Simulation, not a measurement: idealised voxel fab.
Process module, titled voxel ribs on slabs
FYI the section here is cut, 190 nm wide, cells are 5 nm squares.
Cross-sections here: square-cell grids, written as top-down lists of bands, a band being one or more rows of cells.
It is stipulated that each band's entry specify, in nanometres, the height of the top of the band and then that of its bottom, followed by the materials of the band in left-to-right sequence, each together with its width in nanometres. A single material marked by the word "everywhere" is understood to fill the band from edge to edge; the word "empty" is understood to denote empty space.
The level at which height equals 0 is the one under which the wafer, as it arrives, is entirely one material. No lower edge exists for the bottom band, which continues downward and is notated as in "0 down".
With a width like "30->40", each row of cells in the band differs from the next by the same amount, the top row carrying the first number and the bottom row the second.
For the purposes of this document, the phrase "no alterations made" attached to a step denotes that no cell within the cross-section was modified by that step.
"Catalogued sealed voids" enumerates empty spaces isolated from the top, with no open way to it, that contain at least 8 cells, giving each as width x height at distance from the left edge, all three in nm.
Heads up: the bit after the settings on a step's line is the simulator's remark on that step.
Steps that use a mask can have "overlay nm" on their line. It says how far the mask sat to the right of where it was meant to be. Negative means to the left.
# Set out below are the planned steps of the process
step 1: RECEIVE: material Si
step 2: DIRECTIONAL_DEP: material SiO2, thk nm 25
step 3: DIRECTIONAL_DEP: material SiN, thk nm 15
step 4: PATTERN: tone cover, mask id RIB, material resist, width nm 25, thk nm 20, overlay nm 0
step 5: DIRECTIONAL_ETCH: etch materials SiN, depth nm 10
step 6: STRIP: etch materials resist
step 7: MASKED_ETCH: tone cover, mask id SLAB, width nm 75, etch materials SiN, depth nm 5, overlay nm 0
step 8: FILL_DEP: material SiO2, thk nm 15
step 9: CMP: height nm 50
step 10: DIRECTIONAL_DEP: material W, thk nm 5
step 11: PATTERN: tone cover, mask id HEATER, material resist, width nm 35, thk nm 20, overlay nm 0
step 12: DIRECTIONAL_ETCH: etch materials W, depth nm 5
step 13: STRIP: etch materials resist
step 14: CONFORMAL_DEP: material SiN, thk nm 10
# Cross-section of the wafer upon arrival, representing the state reached after step 1
0 down = Si everywhere
Catalogued sealed voids: none
# Cross-sectional result after module completion. Note: starting condition and plan are unchanged from above; one processing mistake was made
65 to 60 = 65 of empty; 55 of SiN; 70 of empty
60 to 55 = SiN everywhere
55 to 50 = 75 of SiN; 35 of W; 80 of SiN
50 to 40 = SiO2 everywhere
40 to 25 = W everywhere
25 to 0 = SiO2 everywhere
0 down = Si everywhere
Catalogued sealed voids: none
What was the processing mistake? step 3, actual vs plan mismatch, actual run DIRECTIONAL_DEP: material W, thk nm 15
